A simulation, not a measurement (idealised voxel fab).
process module | voxel ribs on slabs
cross-section cut | 260 nm wide | cells 5 nm
A cross-section is a grid of square cells, given in bands from the top down. A band is one or more rows of cells.
Each band's line starts with the height of the band's top and of its bottom, in nm. Then come its materials from left to right, each with its width in nm. One material with "throughout" fills the band from edge to edge. "air" is empty space.
Height 0 is the level under which the wafer as received is all one material. The lowest band goes on downwards, as in "0 down".
A width such as "30 to 40" changes by the same amount from each row of cells to the next, from the band's top row to its bottom row.
"no change" after a step means that no cell of the cross-section changed.
closed voids: empty space of 8 cells or more with no open way to the top, each as width x height at its distance from the left edge, in nm
after a step's settings: what the simulator itself notes on the step
overlay nm, on a step with a mask: how far to the right of its planned place the mask lay; to the left if negative
Each pair below shows a cross-section before one step and the cross-section after it, down to the lowest band that changed. The line under each pair gives the step between them, with its settings. The pairs can come from different runs of this module on the same starting wafer, so a pair continues from the pair above only where its "before" says so.
before
  0 down: Si throughout
  closed voids: none
after
  20 to 0: SiO2 throughout
  below 0: unchanged
  closed voids: none
the step between: op DIRECTIONAL_DEP | material SiO2 | thk nm 20
before: the cross-section after the pair above
after
  35 to 20: SiN throughout
  below 20: unchanged
  closed voids: none
the step between: op DIRECTIONAL_DEP | material SiN | thk nm 15
before: the cross-section after the pair above
after
  50 to 35: air 120 | resist 15 | air 125
  below 35: unchanged
  closed voids: none
the step between: op PATTERN | tone cover | mask id RIB | material resist | width nm 15 | thk nm 15 | overlay nm 0
before: the cross-section after the pair above
after
  50 to 35: air 120 | resist 15 | air 125
  35 to 30: air 120 | SiN 15 | air 125
  below 30: unchanged
  closed voids: none
the step between: op DIRECTIONAL_ETCH | etch materials SiN | depth nm 5
before: the cross-section after the pair above
after
  35 to 30: air 120 | SiN 15 | air 125
  below 30: unchanged
  closed voids: none
the step between: op STRIP | etch materials resist
before: the cross-section after the pair above
after
  45 to 40: air 120 | aC 15 | air 125
  40 to 35: aC throughout
  35 to 30: aC 120 | SiN 15 | aC 125
  below 30: unchanged
  closed voids: none
the step between: op DIRECTIONAL_DEP | material aC | thk nm 10
before: the cross-section after the pair above
after
  75 to 45: air 95 | resist 65 | air 100
  45 to 40: air 95 | resist 25 | aC 15 | resist 25 | air 100
  below 40: unchanged
  closed voids: none
the step between: op PATTERN | tone cover | mask id SLAB | material resist | width nm 65 | thk nm 30 | overlay nm 0
before: the cross-section after the pair above
after
  65 to 45: air 95 | resist 65 | air 100
  45 to 40: air 95 | resist 25 | aC 15 | resist 25 | air 100
  40 to 35: air 95 | aC 65 | air 100
  35 to 30: air 95 | aC 25 | SiN 15 | aC 25 | air 100
  below 30: unchanged
  closed voids: none
the step between: op DIRECTIONAL_ETCH | etch materials aC | depth nm 10
before: the cross-section after the pair above
after
  45 to 35: air 120 to 95 | aC 15 to 65 | air 125 to 100
  below 35: unchanged
  closed voids: none
the step between: op STRIP | etch materials resist
before: the cross-section after the pair above
after
  45 to 35: air 120 to 95 | aC 15 to 65 | air 125 to 100
  35 to 30: air 95 | aC 25 | SiN 15 | aC 25 | air 100
  30 to 20: air 95 | SiN 65 | air 100
  below 20: unchanged
  closed voids: none
the step between: op DIRECTIONAL_ETCH | etch materials SiN | depth nm 10
before: the cross-section after the pair above
after
  35 to 30: air 120 | SiN 15 | air 125
  below 30: unchanged
  closed voids: none
the step between: op STRIP | etch materials aC
before: the cross-section after the pair above
after
  50 to 35: SiO2 throughout
  35 to 30: SiO2 120 | SiN 15 | SiO2 125
  30 to 20: SiO2 95 | SiN 65 | SiO2 100
  below 20: unchanged
  closed voids: none
the step between: op FILL_DEP | material SiO2 | thk nm 15
before: the cross-section after the pair above
after
  45 to 35: SiO2 throughout
  below 35: unchanged
  closed voids: none
the step between: op CMP | height nm 45
before: the cross-section after the pair above
after
  50 to 45: TiN throughout
  below 45: unchanged
  closed voids: none
the step between: op DIRECTIONAL_DEP | material TiN | thk nm 5
before: the cross-section after the pair above
after
  60 to 50: aC throughout
  below 50: unchanged
  closed voids: none
the step between: op DIRECTIONAL_DEP | material aC | thk nm 10
before: the cross-section after the pair above
after
  85 to 60: air 115 | resist 25 | air 120
  below 60: unchanged
  closed voids: none
the step between: op PATTERN | tone cover | mask id HEATER | material resist | width nm 25 | thk nm 25 | overlay nm 0
before: the cross-section after the pair above
after
  75 to 60: air 115 | resist 25 | air 120
  60 to 50: air 115 | aC 25 | air 120
  below 50: unchanged
  closed voids: none
the step between: op DIRECTIONAL_ETCH | etch materials aC | depth nm 10
before: the cross-section after the pair above
after
  60 to 50: air 115 | aC 25 | air 120
  below 50: unchanged
  closed voids: none
the step between: op STRIP | etch materials resist
before: the cross-section after the pair above
after
  60 to 50: air 115 | aC 25 | air 120
  50 to 45: air 115 | TiN 25 | air 120
  below 45: unchanged
  closed voids: none
the step between: op DIRECTIONAL_ETCH | etch materials TiN | depth nm 5
before: the cross-section after the pair above
after
  50 to 45: air 115 | TiN 25 | air 120
  below 45: unchanged
  closed voids: none
the step between: op STRIP | etch materials aC
before: the cross-section after the pair above
after
  60 to 55: air 105 | SiO2 45 | air 110
  55 to 50: SiO2 throughout
  50 to 45: SiO2 115 | TiN 25 | SiO2 120
  below 45: unchanged
  closed voids: none
the step between: op CONFORMAL_DEP | material SiO2 | thk nm 10
before
  20 to 0: SiO2 throughout
  0 down: Si throughout
  closed voids: none
after
  40 to 0: SiO2 throughout
  below 0: unchanged
  closed voids: none
the step between: op DIRECTIONAL_DEP | material SiO2 | thk nm 20
before: the cross-section after the pair above
after
  55 to 40: SiN throughout
  below 40: unchanged
  closed voids: none
the step between: op DIRECTIONAL_DEP | material SiN | thk nm 15
before: the cross-section after the pair above
after
  70 to 55: air 120 | resist 15 | air 125
  below 55: unchanged
  closed voids: none
the step between: op PATTERN | tone cover | mask id RIB | material resist | width nm 15 | thk nm 15 | overlay nm 0
before: the cross-section after the pair above
after
  70 to 55: air 120 | resist 15 | air 125
  55 to 50: air 120 | SiN 15 | air 125
  below 50: unchanged
  closed voids: none
the step between: op DIRECTIONAL_ETCH | etch materials SiN | depth nm 5
before: the cross-section after the pair above
after
  55 to 50: air 120 | SiN 15 | air 125
  below 50: unchanged
  closed voids: none
the step between: op STRIP | etch materials resist
before: the cross-section after the pair above
after
  65 to 60: air 120 | aC 15 | air 125
  60 to 55: aC throughout
  55 to 50: aC 120 | SiN 15 | aC 125
  below 50: unchanged
  closed voids: none
the step between: op DIRECTIONAL_DEP | material aC | thk nm 10
before: the cross-section after the pair above
after
  95 to 65: air 95 | resist 65 | air 100
  65 to 60: air 95 | resist 25 | aC 15 | resist 25 | air 100
  below 60: unchanged
  closed voids: none
the step between: op PATTERN | tone cover | mask id SLAB | material resist | width nm 65 | thk nm 30 | overlay nm 0
before: the cross-section after the pair above
after
  85 to 65: air 95 | resist 65 | air 100
  65 to 60: air 95 | resist 25 | aC 15 | resist 25 | air 100
  60 to 55: air 95 | aC 65 | air 100
  55 to 50: air 95 | aC 25 | SiN 15 | aC 25 | air 100
  below 50: unchanged
  closed voids: none
the step between: op DIRECTIONAL_ETCH | etch materials aC | depth nm 10
before: the cross-section after the pair above
after
  65 to 55: air 120 to 95 | aC 15 to 65 | air 125 to 100
  below 55: unchanged
  closed voids: none
the step between: op STRIP | etch materials resist
before: the cross-section after the pair above
after
  65 to 55: air 120 to 95 | aC 15 to 65 | air 125 to 100
  55 to 50: air 95 | aC 25 | SiN 15 | aC 25 | air 100
  50 to 40: air 95 | SiN 65 | air 100
  below 40: unchanged
  closed voids: none
the step between: op DIRECTIONAL_ETCH | etch materials SiN | depth nm 10
before: the cross-section after the pair above
after
  55 to 50: air 120 | SiN 15 | air 125
  below 50: unchanged
  closed voids: none
the step between: op STRIP | etch materials aC
before: the cross-section after the pair above
after
  70 to 55: SiO2 throughout
  55 to 50: SiO2 120 | SiN 15 | SiO2 125
  50 to 40: SiO2 95 | SiN 65 | SiO2 100
  below 40: unchanged
  closed voids: none
the step between: op FILL_DEP | material SiO2 | thk nm 15
before: the cross-section after the pair above
after
  45 to 40: SiO2 95 | SiN 65 | SiO2 100
  below 40: unchanged
  closed voids: none
the step between: op CMP | height nm 45
before: the cross-section after the pair above
after
  50 to 45: TiN throughout
  below 45: unchanged
  closed voids: none
the step between: op DIRECTIONAL_DEP | material TiN | thk nm 5
before: the cross-section after the pair above
after
  60 to 50: aC throughout
  below 50: unchanged
  closed voids: none
the step between: op DIRECTIONAL_DEP | material aC | thk nm 10
before: the cross-section after the pair above
after
  85 to 60: air 115 | resist 25 | air 120
  below 60: unchanged
  closed voids: none
the step between: op PATTERN | tone cover | mask id HEATER | material resist | width nm 25 | thk nm 25 | overlay nm 0
before: the cross-section after the pair above
after
  75 to 60: air 115 | resist 25 | air 120
  60 to 50: air 115 | aC 25 | air 120
  below 50: unchanged
  closed voids: none
the step between: op DIRECTIONAL_ETCH | etch materials aC | depth nm 10
before: the cross-section after the pair above
after
  60 to 50: air 115 | aC 25 | air 120
  below 50: unchanged
  closed voids: none
the step between: op STRIP | etch materials resist
before: the cross-section after the pair above
after
  60 to 50: air 115 | aC 25 | air 120
  50 to 45: air 115 | TiN 25 | air 120
  below 45: unchanged
  closed voids: none
the step between: op DIRECTIONAL_ETCH | etch materials TiN | depth nm 5
before: the cross-section after the pair above
after
  50 to 45: air 115 | TiN 25 | air 120
  below 45: unchanged
  closed voids: none
the step between: op STRIP | etch materials aC
before: the cross-section after the pair above
after
  60 to 55: air 105 | SiO2 45 | air 110
  55 to 50: SiO2 throughout
  50 to 45: SiO2 115 | TiN 25 | SiO2 120
  below 45: unchanged
  closed voids: none
the step between: op CONFORMAL_DEP | material SiO2 | thk nm 10
before
  50 to 35: air 120 | resist 15 | air 125
  35 to 30: air 120 | SiN 15 | air 125
  30 to 20: SiN throughout
  20 to 0: SiO2 throughout
  0 down: Si throughout
  closed voids: none
after
  60 to 50: air 120 | aC 15 | air 125
  50 to 40: air 120 | resist 15 | air 125
  40 to 35: aC 120 | resist 15 | aC 125
  35 to 30: aC 120 | SiN 15 | aC 125
  below 30: unchanged
  closed voids: none
the step between: op DIRECTIONAL_DEP | material aC | thk nm 10
before: the cross-section after the pair above
after
  40 to 35: aC 120 | air 15 | aC 125
  below 35: unchanged
  closed voids: none
the step between: op STRIP | etch materials resist
before: the cross-section after the pair above
after
  70 to 40: air 95 | resist 65 | air 100
  40 to 35: aC 120 | resist 15 | aC 125
  below 35: unchanged
  closed voids: none
the step between: op PATTERN | tone cover | mask id SLAB | material resist | width nm 65 | thk nm 30 | overlay nm 0
before: the cross-section after the pair above
after
  60 to 40: air 95 | resist 65 | air 100
  40 to 35: air 95 | aC 25 | resist 15 | aC 25 | air 100
  35 to 30: air 95 | aC 25 | SiN 15 | aC 25 | air 100
  below 30: unchanged
  closed voids: none
the step between: op DIRECTIONAL_ETCH | etch materials aC | depth nm 10
before: the cross-section after the pair above
after
  40 to 35: air 95 | aC 25 | air 15 | aC 25 | air 100
  below 35: unchanged
  closed voids: none
the step between: op STRIP | etch materials resist
before: the cross-section after the pair above
after
  40 to 30: air 95 | aC 25 | air 15 | aC 25 | air 100
  30 to 25: air 95 | SiN 25 | air 15 | SiN 25 | air 100
  25 to 20: air 95 | SiN 65 | air 100
  below 20: unchanged
  closed voids: none
the step between: op DIRECTIONAL_ETCH | etch materials SiN | depth nm 10
before: the cross-section after the pair above
after
  30 to 25: air 95 | SiN 25 | air 15 | SiN 25 | air 100
  below 25: unchanged
  closed voids: none
the step between: op STRIP | etch materials aC
before: the cross-section after the pair above
after
  45 to 30: SiO2 throughout
  30 to 25: SiO2 95 | SiN 25 | SiO2 15 | SiN 25 | SiO2 100
  25 to 20: SiO2 95 | SiN 65 | SiO2 100
  below 20: unchanged
  closed voids: none
the step between: op FILL_DEP | material SiO2 | thk nm 15
before: the cross-section after the pair above
after
  50 to 45: TiN throughout
  below 45: unchanged
  closed voids: none
the step between: op DIRECTIONAL_DEP | material TiN | thk nm 5
before: the cross-section after the pair above
after
  60 to 50: aC throughout
  below 50: unchanged
  closed voids: none
the step between: op DIRECTIONAL_DEP | material aC | thk nm 10
before: the cross-section after the pair above
after
  85 to 60: air 115 | resist 25 | air 120
  below 60: unchanged
  closed voids: none
the step between: op PATTERN | tone cover | mask id HEATER | material resist | width nm 25 | thk nm 25 | overlay nm 0
before: the cross-section after the pair above
after
  75 to 60: air 115 | resist 25 | air 120
  60 to 50: air 115 | aC 25 | air 120
  below 50: unchanged
  closed voids: none
the step between: op DIRECTIONAL_ETCH | etch materials aC | depth nm 10
before: the cross-section after the pair above
after
  60 to 50: air 115 | aC 25 | air 120
  below 50: unchanged
  closed voids: none
the step between: op STRIP | etch materials resist
before: the cross-section after the pair above
after
  60 to 50: air 115 | aC 25 | air 120
  50 to 45: air 115 | TiN 25 | air 120
  below 45: unchanged
  closed voids: none
the step between: op DIRECTIONAL_ETCH | etch materials TiN | depth nm 5
before: the cross-section after the pair above
after
  50 to 45: air 115 | TiN 25 | air 120
  below 45: unchanged
  closed voids: none
the step between: op STRIP | etch materials aC
before: the cross-section after the pair above
after
  60 to 55: air 105 | SiO2 45 | air 110
  55 to 50: SiO2 throughout
  50 to 45: SiO2 115 | TiN 25 | SiO2 120
  below 45: unchanged
  closed voids: none
the step between: op CONFORMAL_DEP | material SiO2 | thk nm 10
before
  45 to 35: SiO2 throughout
  35 to 30: SiO2 120 | SiN 15 | SiO2 125
  30 to 20: SiO2 95 | SiN 65 | SiO2 100
  20 to 0: SiO2 throughout
  0 down: Si throughout
  closed voids: none
after
  60 to 45: TiN throughout
  below 45: unchanged
  closed voids: none
the step between: op DIRECTIONAL_DEP | material TiN | thk nm 15
before: the cross-section after the pair above
after
  70 to 60: aC throughout
  below 60: unchanged
  closed voids: none
the step between: op DIRECTIONAL_DEP | material aC | thk nm 10
before: the cross-section after the pair above
after
  95 to 70: air 115 | resist 25 | air 120
  below 70: unchanged
  closed voids: none
the step between: op PATTERN | tone cover | mask id HEATER | material resist | width nm 25 | thk nm 25 | overlay nm 0
before: the cross-section after the pair above
after
  85 to 70: air 115 | resist 25 | air 120
  70 to 60: air 115 | aC 25 | air 120
  below 60: unchanged
  closed voids: none
the step between: op DIRECTIONAL_ETCH | etch materials aC | depth nm 10
before: the cross-section after the pair above
after
  70 to 60: air 115 | aC 25 | air 120
  below 60: unchanged
  closed voids: none
the step between: op STRIP | etch materials resist
before: the cross-section after the pair above
after
  70 to 60: air 115 | aC 25 | air 120
  60 to 55: air 115 | TiN 25 | air 120
  below 55: unchanged
  closed voids: none
the step between: op DIRECTIONAL_ETCH | etch materials TiN | depth nm 5
before: the cross-section after the pair above
after
  60 to 55: air 115 | TiN 25 | air 120
  below 55: unchanged
  closed voids: none
the step between: op STRIP | etch materials aC
before: the cross-section after the pair above
after
  70 to 65: air 105 | SiO2 45 | air 110
  65 to 60: SiO2 throughout
  60 to 55: SiO2 115 | TiN 25 | SiO2 120
  below 55: unchanged
  closed voids: none
the step between: op CONFORMAL_DEP | material SiO2 | thk nm 10
before
  60 to 50: aC throughout
  50 to 45: TiN throughout
  45 to 35: SiO2 throughout
  35 to 30: SiO2 120 | SiN 15 | SiO2 125
  30 to 20: SiO2 95 | SiN 65 | SiO2 100
  20 to 0: SiO2 throughout
  0 down: Si throughout
  closed voids: none
after
  85 to 60: air 120 | resist 15 | air 125
  below 60: unchanged
  closed voids: none
the step between: op PATTERN | tone cover | mask id HEATER | material resist | width nm 15 | thk nm 25 | overlay nm 0
before: the cross-section after the pair above
after
  75 to 60: air 120 | resist 15 | air 125
  60 to 50: air 120 | aC 15 | air 125
  below 50: unchanged
  closed voids: none
the step between: op DIRECTIONAL_ETCH | etch materials aC | depth nm 10
before: the cross-section after the pair above
after
  60 to 50: air 120 | aC 15 | air 125
  below 50: unchanged
  closed voids: none
the step between: op STRIP | etch materials resist
before: the cross-section after the pair above
after
  60 to 50: air 120 | aC 15 | air 125
  50 to 45: air 120 | TiN 15 | air 125
  below 45: unchanged
  closed voids: none
the step between: op DIRECTIONAL_ETCH | etch materials TiN | depth nm 5
before: the cross-section after the pair above
after
  50 to 45: air 120 | TiN 15 | air 125
  below 45: unchanged
  closed voids: none
the step between: op STRIP | etch materials aC
before: the cross-section after the pair above
after
  60 to 55: air 110 | SiO2 35 | air 115
  55 to 50: SiO2 throughout
  50 to 45: SiO2 120 | TiN 15 | SiO2 125
  below 45: unchanged
  closed voids: none
the step between: op CONFORMAL_DEP | material SiO2 | thk nm 10
before
  35 to 20: SiN throughout
  20 to 0: SiO2 throughout
  0 down: Si throughout
  closed voids: none
after
  50 to 35: air 110 | resist 15 | air 135
  below 35: unchanged
  closed voids: none
the step between: op PATTERN | tone cover | mask id RIB | material resist | width nm 15 | thk nm 15 | overlay nm -10
before: the cross-section after the pair above
after
  50 to 35: air 110 | resist 15 | air 135
  35 to 30: air 110 | SiN 15 | air 135
  below 30: unchanged
  closed voids: none
the step between: op DIRECTIONAL_ETCH | etch materials SiN | depth nm 5
before: the cross-section after the pair above
after
  35 to 30: air 110 | SiN 15 | air 135
  below 30: unchanged
  closed voids: none
the step between: op STRIP | etch materials resist
before: the cross-section after the pair above
after
  45 to 40: air 110 | aC 15 | air 135
  40 to 35: aC throughout
  35 to 30: aC 110 | SiN 15 | aC 135
  below 30: unchanged
  closed voids: none
the step between: op DIRECTIONAL_DEP | material aC | thk nm 10
before: the cross-section after the pair above
after
  75 to 45: air 95 | resist 65 | air 100
  45 to 40: air 95 | resist 15 | aC 15 | resist 35 | air 100
  below 40: unchanged
  closed voids: none
the step between: op PATTERN | tone cover | mask id SLAB | material resist | width nm 65 | thk nm 30 | overlay nm 0
before: the cross-section after the pair above
after
  65 to 45: air 95 | resist 65 | air 100
  45 to 40: air 95 | resist 15 | aC 15 | resist 35 | air 100
  40 to 35: air 95 | aC 65 | air 100
  35 to 30: air 95 | aC 15 | SiN 15 | aC 35 | air 100
  below 30: unchanged
  closed voids: none
the step between: op DIRECTIONAL_ETCH | etch materials aC | depth nm 10
before: the cross-section after the pair above
after
  45 to 35: air 110 to 95 | aC 15 to 65 | air 135 to 100
  below 35: unchanged
  closed voids: none
the step between: op STRIP | etch materials resist
before: the cross-section after the pair above
after
  45 to 35: air 110 to 95 | aC 15 to 65 | air 135 to 100
  35 to 30: air 95 | aC 15 | SiN 15 | aC 35 | air 100
  30 to 20: air 95 | SiN 65 | air 100
  below 20: unchanged
  closed voids: none
the step between: op DIRECTIONAL_ETCH | etch materials SiN | depth nm 10
before: the cross-section after the pair above
after
  35 to 30: air 110 | SiN 15 | air 135
  below 30: unchanged
  closed voids: none
the step between: op STRIP | etch materials aC
before: the cross-section after the pair above
after
  50 to 35: SiO2 throughout
  35 to 30: SiO2 110 | SiN 15 | SiO2 135
  30 to 20: SiO2 95 | SiN 65 | SiO2 100
  below 20: unchanged
  closed voids: none
the step between: op FILL_DEP | material SiO2 | thk nm 15
before: the cross-section after the pair above
after
  45 to 35: SiO2 throughout
  below 35: unchanged
  closed voids: none
the step between: op CMP | height nm 45
before: the cross-section after the pair above
after
  50 to 45: TiN throughout
  below 45: unchanged
  closed voids: none
the step between: op DIRECTIONAL_DEP | material TiN | thk nm 5
before: the cross-section after the pair above
after
  60 to 50: aC throughout
  below 50: unchanged
  closed voids: none
the step between: op DIRECTIONAL_DEP | material aC | thk nm 10
before: the cross-section after the pair above
after
  85 to 60: air 115 | resist 25 | air 120
  below 60: unchanged
  closed voids: none
the step between: op PATTERN | tone cover | mask id HEATER | material resist | width nm 25 | thk nm 25 | overlay nm 0
before: the cross-section after the pair above
after
  75 to 60: air 115 | resist 25 | air 120
  60 to 50: air 115 | aC 25 | air 120
  below 50: unchanged
  closed voids: none
the step between: op DIRECTIONAL_ETCH | etch materials aC | depth nm 10
before: the cross-section after the pair above
after
  60 to 50: air 115 | aC 25 | air 120
  below 50: unchanged
  closed voids: none
the step between: op STRIP | etch materials resist
before: the cross-section after the pair above
after
  60 to 50: air 115 | aC 25 | air 120
  50 to 45: air 115 | TiN 25 | air 120
  below 45: unchanged
  closed voids: none
the step between: op DIRECTIONAL_ETCH | etch materials TiN | depth nm 5
before: the cross-section after the pair above
after
  50 to 45: air 115 | TiN 25 | air 120
  below 45: unchanged
  closed voids: none
the step between: op STRIP | etch materials aC
before: the cross-section after the pair above
after
  60 to 55: air 105 | SiO2 45 | air 110
  55 to 50: SiO2 throughout
  50 to 45: SiO2 115 | TiN 25 | SiO2 120
  below 45: unchanged
  closed voids: none
the step between: op CONFORMAL_DEP | material SiO2 | thk nm 10
before
  50 to 45: TiN throughout
  45 to 35: SiO2 throughout
  35 to 30: SiO2 120 | SiN 15 | SiO2 125
  30 to 20: SiO2 95 | SiN 65 | SiO2 100
  20 to 0: SiO2 throughout
  0 down: Si throughout
  closed voids: none
after
  60 to 45: TiN throughout
  below 45: unchanged
  closed voids: none
the step between: op DIRECTIONAL_DEP | material TiN | thk nm 10
before: the cross-section after the pair above
after
  85 to 60: air 115 | resist 25 | air 120
  below 60: unchanged
  closed voids: none
the step between: op PATTERN | tone cover | mask id HEATER | material resist | width nm 25 | thk nm 25 | overlay nm 0
before: the cross-section after the pair above
after
  75 to 60: air 115 | resist 25 | air 120
  below 60: unchanged
  closed voids: none
the step between: op DIRECTIONAL_ETCH | etch materials aC | depth nm 10
before: the cross-section after the pair above
after
  60 to 45: TiN throughout
  below 45: unchanged
  closed voids: none
the step between: op STRIP | etch materials resist
before: the cross-section after the pair above
after
  55 to 45: TiN throughout
  below 45: unchanged
  closed voids: none
the step between: op DIRECTIONAL_ETCH | etch materials TiN | depth nm 5
before: the cross-section after the pair above
after
  65 to 55: SiO2 throughout
  below 55: unchanged
  closed voids: none
the step between: op CONFORMAL_DEP | material SiO2 | thk nm 10
before
  45 to 40: air 120 | aC 15 | air 125
  40 to 35: aC throughout
  35 to 30: aC 120 | SiN 15 | aC 125
  30 to 20: SiN throughout
  20 to 0: SiO2 throughout
  0 down: Si throughout
  closed voids: none
after
  75 to 45: resist 95 | air 65 | resist 100
  45 to 40: resist 95 | air 25 | aC 15 | air 25 | resist 100
  below 40: unchanged
  closed voids: none
the step between: op PATTERN | tone open | mask id SLAB | material resist | width nm 65 | thk nm 30 | overlay nm 0
before: the cross-section after the pair above
after
  65 to 40: resist 95 | air 65 | resist 100
  40 to 35: aC 95 | air 65 | aC 100
  35 to 30: aC 95 | air 25 | SiN 15 | air 25 | aC 100
  below 30: unchanged
  closed voids: none
the step between: op DIRECTIONAL_ETCH | etch materials aC | depth nm 10
before: the cross-section after the pair above
after
  40 to 35: aC 95 | air 65 | aC 100
  below 35: unchanged
  closed voids: none
the step between: op STRIP | etch materials resist
before: the cross-section after the pair above
after
  40 to 30: aC 95 | air 65 | aC 100
  30 to 25: SiN 95 | air 65 | SiN 100
  25 to 20: SiN 95 | air 25 | SiN 15 | air 25 | SiN 100
  below 20: unchanged
  closed voids: none
the step between: op DIRECTIONAL_ETCH | etch materials SiN | depth nm 10
before: the cross-section after the pair above
after
  30 to 25: SiN 95 | air 65 | SiN 100
  below 25: unchanged
  closed voids: none
the step between: op STRIP | etch materials aC
before: the cross-section after the pair above
after
  45 to 30: SiO2 throughout
  30 to 25: SiN 95 | SiO2 65 | SiN 100
  25 to 20: SiN 95 | SiO2 25 | SiN 15 | SiO2 25 | SiN 100
  below 20: unchanged
  closed voids: none
the step between: op FILL_DEP | material SiO2 | thk nm 15
before: the cross-section after the pair above
after
  50 to 45: TiN throughout
  below 45: unchanged
  closed voids: none
the step between: op DIRECTIONAL_DEP | material TiN | thk nm 5
before: the cross-section after the pair above
after
  60 to 50: aC throughout
  below 50: unchanged
  closed voids: none
the step between: op DIRECTIONAL_DEP | material aC | thk nm 10
before: the cross-section after the pair above
after
  85 to 60: air 115 | resist 25 | air 120
  below 60: unchanged
  closed voids: none
the step between: op PATTERN | tone cover | mask id HEATER | material resist | width nm 25 | thk nm 25 | overlay nm 0
before: the cross-section after the pair above
after
  75 to 60: air 115 | resist 25 | air 120
  60 to 50: air 115 | aC 25 | air 120
  below 50: unchanged
  closed voids: none
the step between: op DIRECTIONAL_ETCH | etch materials aC | depth nm 10
before: the cross-section after the pair above
after
  60 to 50: air 115 | aC 25 | air 120
  below 50: unchanged
  closed voids: none
the step between: op STRIP | etch materials resist
before: the cross-section after the pair above
after
  60 to 50: air 115 | aC 25 | air 120
  50 to 45: air 115 | TiN 25 | air 120
  below 45: unchanged
  closed voids: none
the step between: op DIRECTIONAL_ETCH | etch materials TiN | depth nm 5
before: the cross-section after the pair above
after
  50 to 45: air 115 | TiN 25 | air 120
  below 45: unchanged
  closed voids: none
the step between: op STRIP | etch materials aC
before: the cross-section after the pair above
after
  60 to 55: air 105 | SiO2 45 | air 110
  55 to 50: SiO2 throughout
  50 to 45: SiO2 115 | TiN 25 | SiO2 120
  below 45: unchanged
  closed voids: none
the step between: op CONFORMAL_DEP | material SiO2 | thk nm 10
